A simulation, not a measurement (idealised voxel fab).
The name of this process module is voxel capacitor over wiring.
Cross-sectional view cut (width: 150 nm; square cell size: 5 nm).
Cross-section layout: square cells on a grid; listed as bands, top to bottom; a band spans one or more cell rows. What a band's entry tells you: where the top is and where the bottom is, as heights in nm, and after that what lies inside, material by material from left to right, each with its width in nm. Empty space is written as the word "empty", and a single material marked with the word "full width" occupies the band from edge to edge. Height is counted from the level 0, under which the received wafer is composed throughout of one material. The lowest of the bands is not closed at the bottom but continues downward, in the notation "from 0 down". Note: "30->40" means the width goes from the first number (top row of the band) to the second number (bottom row) in equal steps per row of cells. "same as before" means the step left every cell of the cross-section as it was. Each empty space that has no open way to the top and spans at least 8 cells appears under "Voids, fully enclosed" as width x height at distance, the distance counted from the left edge, all in nm. Whatever follows a step's settings on its line is a remark the simulator itself makes about that step. "overlay nm" denotes, for a step that has a mask, the displacement of the mask to the right of its planned place, with negative values corresponding to the left.

Below is the list of planned process steps:
1,RECEIVE with material Si
2,CONFORMAL_DEP with material SiO2, thk nm 15
3,CONFORMAL_DEP with material SiCN, thk nm 5
4,DIRECTIONAL_DEP with material SiO2, thk nm 25
5,PATTERN with tone open, mask id METAL_1, material resist, width nm 20, pitch nm 90, thk nm 15, overlay nm 0
6,DIRECTIONAL_ETCH with etch materials SiO2, depth nm 25
7,DIRECTIONAL_ETCH with etch materials SiCN, depth nm 5
8,STRIP with etch materials resist
9,CONFORMAL_DEP with material TiN, thk nm 5
10,FILL_DEP with material W, thk nm 10
11,CMP with height nm 45
12,CONFORMAL_DEP with material SiCN, thk nm 5
13,DIRECTIONAL_DEP with material lowk, thk nm 10
14,MASKED_ETCH with tone open, mask id PLUG_1, width nm 15, etch materials lowk, depth nm 10, overlay nm 0
15,MASKED_ETCH with tone open, mask id PLUG_1, width nm 15, etch materials SiCN, depth nm 5, overlay nm 0
16,EPI with material Ru, thk nm 10
17,EPI with material Ru, thk nm 5
18,DIRECTIONAL_DEP with material TiN, thk nm 10
19,DIRECTIONAL_DEP with material HfO2, thk nm 5
20,DIRECTIONAL_DEP with material TiN, thk nm 10
21,MASKED_ETCH with tone cover, mask id UPPER_PLATE, width nm 65, etch materials TiN, depth nm 10, overlay nm 0
22,MASKED_ETCH with tone cover, mask id UPPER_PLATE, width nm 75, etch materials HfO2, depth nm 5, overlay nm 0
23,DIRECTIONAL_DEP with material aC, thk nm 15
24,PATTERN with tone cover, mask id LOWER_PLATE, material resist, width nm 85, thk nm 35, overlay nm 0
25,DIRECTIONAL_ETCH with etch materials aC, depth nm 15
26,STRIP with etch materials resist
27,DIRECTIONAL_ETCH with etch materials TiN, depth nm 10
28,STRIP with etch materials aC
29,FILL_DEP with material SiO2, thk nm 20
30,CMP with height nm 100
31,MASKED_ETCH with tone open, mask id PLUG_2, width nm 15, etch materials SiO2, depth nm 15, overlay nm 0
32,CONFORMAL_DEP with material TiN, thk nm 5
33,FILL_DEP with material Cu, thk nm 5
34,CMP with height nm 100
35,CONFORMAL_DEP with material SiCN, thk nm 5
Every wafer here starts from the same state; it is the step 21 width nm that distinguishes them, and the value the plan gives belongs to the first wafer.

The first of several wafers in cross-section, exactly as it reached us after step 1:
* from 0 down  Si full width
* Voids, fully enclosed: none

For your reference, the table is organized with a row per wafer; each row reflects the wafer at the end of the module, indicating for each material the cells gained (+) or lost (-) since receipt, and thereafter its closed voids:
width nm 65, +2 Cu, +15 HfO2, +9 Ru, +79 SiCN, +356 SiO2, +95 TiN, +20 W, +54 lowk, Voids, fully enclosed: none
width nm 70, +2 Cu, +15 HfO2, +9 Ru, +79 SiCN, +354 SiO2, +97 TiN, +20 W, +54 lowk, Voids, fully enclosed: none
width nm 75, +2 Cu, +15 HfO2, +9 Ru, +79 SiCN, +352 SiO2, +99 TiN, +20 W, +54 lowk, Voids, fully enclosed: none
width nm 80, +2 Cu, +16 HfO2, +9 Ru, +79 SiCN, +349 SiO2, +101 TiN, +20 W, +54 lowk, Voids, fully enclosed: none
width nm 85, +2 Cu, +17 HfO2, +9 Ru, +79 SiCN, +346 SiO2, +103 TiN, +20 W, +54 lowk, Voids, fully enclosed: none
width nm 90, +2 Cu, +18 HfO2, +9 Ru, +79 SiCN, +343 SiO2, +105 TiN, +20 W, +54 lowk, Voids, fully enclosed: none
